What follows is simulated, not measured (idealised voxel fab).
The process module that follows is named voxel transistor to metal.
Xsec cut, 160 nm wide, square cell size 5 nm.
Cross-section format: a grid of square cells, given as bands from top to bottom; each band is one or more rows of cells. What a band's entry tells you: where the top is and where the bottom is, as heights in nm, and after that what lies inside, material by material from left to right, each with its width in nm. Empty space is written as the word "empty", and a single material marked with the word "edge to edge" occupies the band from edge to edge. It should be noted that heights are counted from 0, beneath which the wafer as supplied is of one material throughout, and that the lowest band possesses no lower boundary but continues downward, as written in "0 nm and below". The expression "30..40" gives the width at the extremes of the band, the first number at its top row of cells and the second at its bottom row, with the width changing by equal amounts from each row to the next in between. No cell of the cross-section changed in a step that is given as "identical to before". If an empty space has no open way to the top and is at least 8 cells in size, "Sealed-off cavities" lists it, written width x height at distance, where distance is measured from the left edge and every value is in nm. Where a step's line continues beyond its settings, the continuation is a remark by the simulator itself on that step. overlay nm: for a step with a mask, the amount by which the mask lay right of where it was planned; a negative amount means left of it.

Process steps foreseen in the plan:
1: op RECEIVE | material Si
2: op OXIDIZE | depth nm 5
3: op CONFORMAL_DEP | material SiN | thk nm 10
4: op MASKED_ETCH | tone cover | mask id ACTIVE | width nm 100 | etch materials SiN | depth nm 10 | overlay nm 0
5: op MASKED_ETCH | tone cover | mask id ACTIVE | width nm 100 | etch materials SiO2 | depth nm 5 | overlay nm 0
6: op MASKED_ETCH | tone cover | mask id ACTIVE | width nm 100 | etch materials Si | depth nm 30 | overlay nm 0
7: op FILL_DEP | material SiO2 | thk nm 5
8: op CMP | height nm 10
9: op SELECTIVE_ETCH | etch materials SiO2 | depth nm 5
10: op STRIP | etch materials SiN
11: op SELECTIVE_ETCH | etch materials SiO2 | depth nm 5
12: op OXIDIZE | depth nm 5
13: op DIRECTIONAL_DEP | material polySi | thk nm 30
14: op DIRECTIONAL_DEP | material SiCN | thk nm 15
15: op DIRECTIONAL_DEP | material aC | thk nm 10
16: op PATTERN | tone cover | mask id GATE | material resist | width nm 20 | thk nm 30 | overlay nm 0
17: op DIRECTIONAL_ETCH | etch materials aC | depth nm 10
18: op STRIP | etch materials resist
19: op DIRECTIONAL_ETCH | etch materials SiCN | depth nm 25
20: op DIRECTIONAL_ETCH | etch materials polySi | depth nm 40
21: op STRIP | etch materials aC
22: op CONFORMAL_DEP | material SiO2 | thk nm 5
23: op DIRECTIONAL_ETCH | etch materials SiO2 | depth nm 5
24: op CONFORMAL_DEP | material SiN | thk nm 10
25: op DIRECTIONAL_ETCH | etch materials SiN | depth nm 10
26: op DIRECTIONAL_ETCH | etch materials SiO2 | depth nm 5
27: op DIRECTIONAL_ETCH | etch materials Si | depth nm 15
28: op EPI | material SiGe | thk nm 15
29: op FILL_DEP | material SiO2 | thk nm 5
30: op CMP | height nm 40
31: op DIRECTIONAL_DEP | material SiO2 | thk nm 15
32: op DIRECTIONAL_DEP | material aC | thk nm 10
33: op PATTERN | tone open | mask id CONTACT | material resist | width nm 25 | pitch nm 55 | thk nm 30 | overlay nm 0
34: op DIRECTIONAL_ETCH | etch materials aC | depth nm 10
35: op STRIP | etch materials resist
36: op DIRECTIONAL_ETCH | etch materials SiO2 | depth nm 50
37: op STRIP | etch materials aC
38: op CONFORMAL_DEP | material TiN | thk nm 5
39: op FILL_DEP | material Ru | thk nm 5
40: op CMP | height nm 55
41: op DIRECTIONAL_DEP | material TiN | thk nm 5
42: op DIRECTIONAL_DEP | material W | thk nm 25
43: op PATTERN | tone cover | mask id METAL_1 | material resist | width nm 15 | pitch nm 65 | thk nm 15 | overlay nm 0
44: op DIRECTIONAL_ETCH | etch materials W | depth nm 25
45: op DIRECTIONAL_ETCH | etch materials TiN | depth nm 5
46: op STRIP | etch materials resist
47: op FILL_DEP | material lowk | thk nm 5
48: op CMP | height nm 85
49: op CONFORMAL_DEP | material SiCN | thk nm 5

Cross-section: wafer on arrival = after step 1:
0 nm and below | Si edge to edge
Sealed-off cavities: none

First of two wafers at the end of the module, shown in cross-section; run carried out as planned:
90 nm to 85 nm | SiCN edge to edge
85 nm to 60 nm | lowk=40, W=15, lowk=50, W=15, lowk=40
60 nm to 55 nm | lowk=40, TiN=15, lowk=50, TiN=15, lowk=40
55 nm to 45 nm | SiO2=40, TiN=5, Ru=15, TiN=5, SiO2=30, TiN=5, Ru=15, TiN=5, SiO2=40
45 nm to 40 nm | SiO2=40, TiN=5, Ru=5, TiN=15, SiO2=30, TiN=15, Ru=5, TiN=5, SiO2=40
40 nm to 25 nm | SiO2=40, TiN=5, Ru=5, TiN=5, SiN=10, SiO2=5, SiCN=20, SiO2=5, SiN=10, TiN=5, Ru=5, TiN=5, SiO2=40
25 nm to 10 nm | SiO2=40, TiN=5, Ru=5, TiN=5, SiN=10, SiO2=5, polySi=20, SiO2=5, SiN=10, TiN=5, Ru=5, TiN=5, SiO2=40
10 nm to 5 nm | SiO2=40, TiN=15, SiN=10, SiO2=5, polySi=20, SiO2=5, SiN=10, TiN=15, SiO2=40
5 nm to 0 nm | SiO2=35, SiGe=20, SiN=10, SiO2=5, polySi=20, SiO2=5, SiN=10, SiGe=20, SiO2=35
0 nm to -5 nm | SiO2=30, SiN=10, SiGe=15, SiN=10, SiO2=5, polySi=20, SiO2=5, SiN=10, SiGe=15, SiN=10, SiO2=30
-5 nm to -10 nm | SiO2=40, SiGe=15, SiO2=50, SiGe=15, SiO2=40
-10 nm to -25 nm | SiO2=30, Si=10, SiGe=15, Si=50, SiGe=15, Si=10, SiO2=30
-25 nm to -35 nm | SiO2=30, Si=100, SiO2=30
-35 nm and below | Si edge to edge
Sealed-off cavities: none

Module end: cross-section of wafer two of two. Same start and process plan as the first wafer. One mistake during execution:
90 nm to 85 nm | SiCN edge to edge
85 nm to 60 nm | lowk=40, W=15, lowk=50, W=15, lowk=40
60 nm to 55 nm | lowk=40, TiN=15, lowk=50, TiN=15, lowk=40
55 nm to 40 nm | SiO2=40, TiN=5, Ru=15, TiN=5, SiO2=30, TiN=5, Ru=15, TiN=5, SiO2=40
40 nm to 25 nm | SiO2=40, TiN=5, Ru=15, TiN=5, SiO2=5, SiCN=20, SiO2=5, TiN=5, Ru=15, TiN=5, SiO2=40
25 nm to 10 nm | SiO2=40, TiN=5, Ru=15, TiN=5, SiO2=5, polySi=20, SiO2=5, TiN=5, Ru=15, TiN=5, SiO2=40
10 nm to 5 nm | SiO2=40, TiN=25, SiO2=5, polySi=20, SiO2=5, TiN=25, SiO2=40
5 nm to -5 nm | SiO2=50, SiGe=15, SiO2=5, polySi=20, SiO2=5, SiGe=15, SiO2=50
-5 nm to -10 nm | SiO2=50, SiGe=15, SiO2=30, SiGe=15, SiO2=50
-10 nm to -25 nm | SiO2=30, SiGe=35, Si=30, SiGe=35, SiO2=30
-25 nm to -35 nm | SiO2=30, Si=100, SiO2=30
-35 nm and below | Si edge to edge
Sealed-off cavities: none
Processing error: execution of step 24 of the plan did not take place, the step having been omitted
In the final state, the cell counts of the second wafer exceed or fall short of those of the first for the following materials: 28 more of Ru | 24 fewer of Si | 22 more of SiGe | 40 fewer of SiN | 14 more of SiO2
